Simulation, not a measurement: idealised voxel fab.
Title: Process Module voxel spacer lines
Square cell edge 5 nm, section width 240 nm, ID cut.
In this document a cross-section is written as a grid of square cells. It is given as a series of bands, listed from the top down, and a band is one or more rows of cells.
A band entry consists of two parts. The first gives the height of the band's top and the height of its bottom, in nm. The rest lists the band's materials from left to right, each with its width in nm. A single material labelled with the word "everywhere" fills the band from edge to edge, and the word "blank" marks empty space.
Zero point of the height axis is 0; under it, received wafer = one material. Lowest band: continues down indefinitely, "0..down".
Graded width ("30..40"): value in top row of band = first number; value in bottom row = second number; row-to-row change constant.
It should be understood that the words "no alteration", when stated for a given step, signify that the cross-section underwent no change in any of its cells during that step.
"Sealed cavities" enumerates empty spaces isolated from the top, with no open way to it, that contain at least 8 cells, giving each as width x height at distance from the left edge, all three in nm.
It should be noted that, on the line of a given step, the content following the step's settings is a remark produced by the simulator itself with respect to that step.
"overlay nm" on a masked step: distance the mask lay right of its planned place, negative for left.
Steps planned for the process
1,RECEIVE | material Si
2,CONFORMAL_DEP | material SiO2 | thk nm 5
3,DIRECTIONAL_DEP | material TiN | thk nm 20
4,DIRECTIONAL_DEP | material aC | thk nm 20
5,PATTERN | tone cover | mask id MANDREL | material resist | width nm 20 | pitch nm 70 | thk nm 30 | overlay nm 0
6,DIRECTIONAL_ETCH | etch materials aC | depth nm 20
7,STRIP | etch materials resist
8,CONFORMAL_DEP | material SiN | thk nm 15
9,DIRECTIONAL_ETCH | etch materials SiN | depth nm 15
10,STRIP | etch materials aC
11,DIRECTIONAL_ETCH | etch materials TiN | depth nm 20
12,STRIP | etch materials SiN
13,FILL_DEP | material SiO2 | thk nm 5
14,CMP | height nm 25
Wafer, first of two, run as planned
Here's what the wafer looked like in cross-section when it arrived - that's after step 1
  0..down | Si everywhere
  Sealed cavities: none
The wafer in cross-section once step 2 is complete
  5..0 | SiO2 everywhere
  Below 0, the layers are the same as they were.
The wafer in cross-section once step 3 is complete
  25..5 | TiN everywhere
  Below 5, the layers are the same as they were.
The wafer in cross-section once step 4 is complete
  45..25 | aC everywhere
  Below 25, the layers are the same as they were.
The wafer in cross-section once step 5 is complete
  75..45 | blank: 75 / resist: 20 / blank: 50 / resist: 20 / blank: 75
  Below 45, the layers are the same as they were.
The wafer in cross-section once step 6 is complete
  55..45 | blank: 75 / resist: 20 / blank: 50 / resist: 20 / blank: 75
  45..25 | blank: 75 / aC: 20 / blank: 50 / aC: 20 / blank: 75
  Below 25, the layers are the same as they were.
The wafer in cross-section once step 7 is complete
  45..25 | blank: 75 / aC: 20 / blank: 50 / aC: 20 / blank: 75
  Below 25, the layers are the same as they were.
The wafer in cross-section once step 8 is complete
  60..45 | blank: 60 / SiN: 50 / blank: 20 / SiN: 50 / blank: 60
  45..40 | blank: 60 / SiN: 15 / aC: 20 / SiN: 15 / blank: 20 / SiN: 15 / aC: 20 / SiN: 15 / blank: 60
  40..25 | SiN: 75 / aC: 20 / SiN: 50 / aC: 20 / SiN: 75
  Below 25, the layers are the same as they were.
The wafer in cross-section once step 9 is complete
  45..25 | blank: 60 / SiN: 15 / aC: 20 / SiN: 15 / blank: 20 / SiN: 15 / aC: 20 / SiN: 15 / blank: 60
  Below 25, the layers are the same as they were.
The wafer in cross-section once step 10 is complete
  45..25 | blank: 60 / SiN: 15 / blank: 20 / SiN: 15 / blank: 20 / SiN: 15 / blank: 20 / SiN: 15 / blank: 60
  Below 25, the layers are the same as they were.
The wafer in cross-section once step 11 is complete
  45..25 | blank: 60 / SiN: 15 / blank: 20 / SiN: 15 / blank: 20 / SiN: 15 / blank: 20 / SiN: 15 / blank: 60
  25..5 | blank: 60 / TiN: 15 / blank: 20 / TiN: 15 / blank: 20 / TiN: 15 / blank: 20 / TiN: 15 / blank: 60
  Below 5, the layers are the same as they were.
The wafer in cross-section once step 12 is complete
  25..5 | blank: 60 / TiN: 15 / blank: 20 / TiN: 15 / blank: 20 / TiN: 15 / blank: 20 / TiN: 15 / blank: 60
  Below 5, the layers are the same as they were.
The wafer in cross-section once step 13 is complete
  30..25 | SiO2 everywhere
  25..5 | SiO2: 60 / TiN: 15 / SiO2: 20 / TiN: 15 / SiO2: 20 / TiN: 15 / SiO2: 20 / TiN: 15 / SiO2: 60
  Below 5, the layers are the same as they were.
The wafer in cross-section once step 14 is complete
  25..5 | SiO2: 60 / TiN: 15 / SiO2: 20 / TiN: 15 / SiO2: 20 / TiN: 15 / SiO2: 20 / TiN: 15 / SiO2: 60
  Below 5, the layers are the same as they were.
Second Wafer (Identical Start and Plan, One Processing Error; Matches First Wafer Through Step 4)
At the planned end of step 5, the second wafer in cross-section
  75..45 | blank: 65 / resist: 20 / blank: 50 / resist: 20 / blank: 85
  Below 45, the layers are the same as they were.
At the planned end of step 6, the second wafer in cross-section
  55..45 | blank: 65 / resist: 20 / blank: 50 / resist: 20 / blank: 85
  45..25 | blank: 65 / aC: 20 / blank: 50 / aC: 20 / blank: 85
  Below 25, the layers are the same as they were.
At the planned end of step 7, the second wafer in cross-section
  45..25 | blank: 65 / aC: 20 / blank: 50 / aC: 20 / blank: 85
  Below 25, the layers are the same as they were.
At the planned end of step 8, the second wafer in cross-section
  60..45 | blank: 50 / SiN: 50 / blank: 20 / SiN: 50 / blank: 70
  45..40 | blank: 50 / SiN: 15 / aC: 20 / SiN: 15 / blank: 20 / SiN: 15 / aC: 20 / SiN: 15 / blank: 70
  40..25 | SiN: 65 / aC: 20 / SiN: 50 / aC: 20 / SiN: 85
  Below 25, the layers are the same as they were.
At the planned end of step 9, the second wafer in cross-section
  45..25 | blank: 50 / SiN: 15 / aC: 20 / SiN: 15 / blank: 20 / SiN: 15 / aC: 20 / SiN: 15 / blank: 70
  Below 25, the layers are the same as they were.
At the planned end of step 10, the second wafer in cross-section
  45..25 | blank: 50 / SiN: 15 / blank: 20 / SiN: 15 / blank: 20 / SiN: 15 / blank: 20 / SiN: 15 / blank: 70
  Below 25, the layers are the same as they were.
At the planned end of step 11, the second wafer in cross-section
  45..25 | blank: 50 / SiN: 15 / blank: 20 / SiN: 15 / blank: 20 / SiN: 15 / blank: 20 / SiN: 15 / blank: 70
  25..5 | blank: 50 / TiN: 15 / blank: 20 / TiN: 15 / blank: 20 / TiN: 15 / blank: 20 / TiN: 15 / blank: 70
  Below 5, the layers are the same as they were.
At the planned end of step 12, the second wafer in cross-section
  25..5 | blank: 50 / TiN: 15 / blank: 20 / TiN: 15 / blank: 20 / TiN: 15 / blank: 20 / TiN: 15 / blank: 70
  Below 5, the layers are the same as they were.
At the planned end of step 13, the second wafer in cross-section
  30..25 | SiO2 everywhere
  25..5 | SiO2: 50 / TiN: 15 / SiO2: 20 / TiN: 15 / SiO2: 20 / TiN: 15 / SiO2: 20 / TiN: 15 / SiO2: 70
  Below 5, the layers are the same as they were.
At the planned end of step 14, the second wafer in cross-section
  25..5 | SiO2: 50 / TiN: 15 / SiO2: 20 / TiN: 15 / SiO2: 20 / TiN: 15 / SiO2: 20 / TiN: 15 / SiO2: 70
  Below 5, the layers are the same as they were.
What was done differently from what was planned? step 5 was run on a setting that differed from the plan, and what really ran there is PATTERN | tone cover | mask id MANDREL | material resist | width nm 20 | pitch nm 70 | thk nm 30 | overlay nm -10
Cell counts per material: same on both final wafers. Positions: different.
